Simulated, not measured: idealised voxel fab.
process module | voxel capacitor over wiring
cross-section cut | 230 nm wide | cells 5 nm
A cross-section is a grid of square cells, given in bands from the top down. A band is one or more rows of cells.
Each band's line starts with the height of the band's top and of its bottom, in nm. Then come its materials from left to right, each with its width in nm. One material with "throughout" fills the band from edge to edge. "air" is empty space.
Height 0 is the level under which the wafer as received is all one material. The lowest band goes on downwards, as in "0 down".
A width such as "30 to 40" changes by the same amount from each row of cells to the next, from the band's top row to its bottom row.
"no change" after a step means that no cell of the cross-section changed.
closed voids: empty space of 8 cells or more with no open way to the top, each as width x height at its distance from the left edge, in nm
after a step's settings: what the simulator itself notes on the step
overlay nm, on a step with a mask: how far to the right of its planned place the mask lay; to the left if negative
plan
1 op RECEIVE | material Si
2 op CONFORMAL_DEP | material SiO2 | thk nm 10
3 op CONFORMAL_DEP | material SiN | thk nm 5
4 op DIRECTIONAL_DEP | material lowk | thk nm 15
5 op PATTERN | tone open | mask id METAL_1 | material resist | width nm 20 | pitch nm 80 | thk nm 20 | overlay nm 0
6 op DIRECTIONAL_ETCH | etch materials lowk | depth nm 15
7 op DIRECTIONAL_ETCH | etch materials SiN | depth nm 5
8 op STRIP | etch materials resist
9 op CONFORMAL_DEP | material TiN | thk nm 5
10 op FILL_DEP | material W | thk nm 10
11 op CMP | height nm 30
12 op CONFORMAL_DEP | material SiCN | thk nm 5
13 op DIRECTIONAL_DEP | material SiO2 | thk nm 15
14 op MASKED_ETCH | tone open | mask id PLUG_1 | width nm 15 | etch materials SiO2 | depth nm 15 | overlay nm 0
15 op MASKED_ETCH | tone open | mask id PLUG_1 | width nm 15 | etch materials SiCN | depth nm 5 | overlay nm 0
16 op CONFORMAL_DEP | material TiN | thk nm 5
17 op FILL_DEP | material Ru | thk nm 10
18 op CMP | height nm 50
19 op DIRECTIONAL_DEP | material TiN | thk nm 5
20 op DIRECTIONAL_DEP | material Al2O3 | thk nm 5
21 op DIRECTIONAL_DEP | material TiN | thk nm 5
22 op MASKED_ETCH | tone cover | mask id UPPER_PLATE | width nm 65 | etch materials TiN | depth nm 5 | overlay nm 0
23 op MASKED_ETCH | tone cover | mask id UPPER_PLATE | width nm 65 | etch materials Al2O3 | depth nm 5 | overlay nm 0
24 op PATTERN | tone cover | mask id LOWER_PLATE | material resist | width nm 75 | thk nm 20 | overlay nm 0
25 op DIRECTIONAL_ETCH | etch materials TiN | depth nm 5
26 op STRIP | etch materials resist
27 op FILL_DEP | material SiO2 | thk nm 15
28 op CMP | height nm 75
29 op MASKED_ETCH | tone open | mask id PLUG_2 | width nm 15 | etch materials SiO2 | depth nm 10 | overlay nm 0
30 op CONFORMAL_DEP | material TiN | thk nm 5
31 op FILL_DEP | material Ru | thk nm 10
32 op CMP | height nm 75
33 op CONFORMAL_DEP | material SiN | thk nm 5
as received, after step 1
  0 down: Si throughout
  closed voids: none
a wafer at the end: this start, this plan, one mistake
  80 to 75: SiN throughout
  75 to 70: SiO2 80 | TiN 5 | Ru 5 | TiN 5 | SiO2 135
  70 to 60: SiO2 80 to 70 | TiN 15 to 65 | SiO2 135 to 95
  60 to 55: SiO2 70 | Al2O3 65 | SiO2 95
  55 to 50: SiO2 65 | TiN 75 | SiO2 90
  50 to 35: SiO2 70 | TiN 5 | Ru 5 | TiN 5 | SiO2 145
  35 to 30: SiCN 70 | TiN 15 | SiCN 145
  30 to 25: TiN 70 | W 10 | TiN 70 | W 10 | TiN 70
  25 to 15: lowk 65 | TiN 5 | W 10 | TiN 5 | lowk 60 | TiN 5 | W 10 | TiN 5 | lowk 65
  15 to 10: lowk 65 | TiN 20 | lowk 60 | TiN 20 | lowk 65
  10 to 0: SiO2 throughout
  0 down: Si throughout
  closed voids: none
what went wrong: step 3 was left out
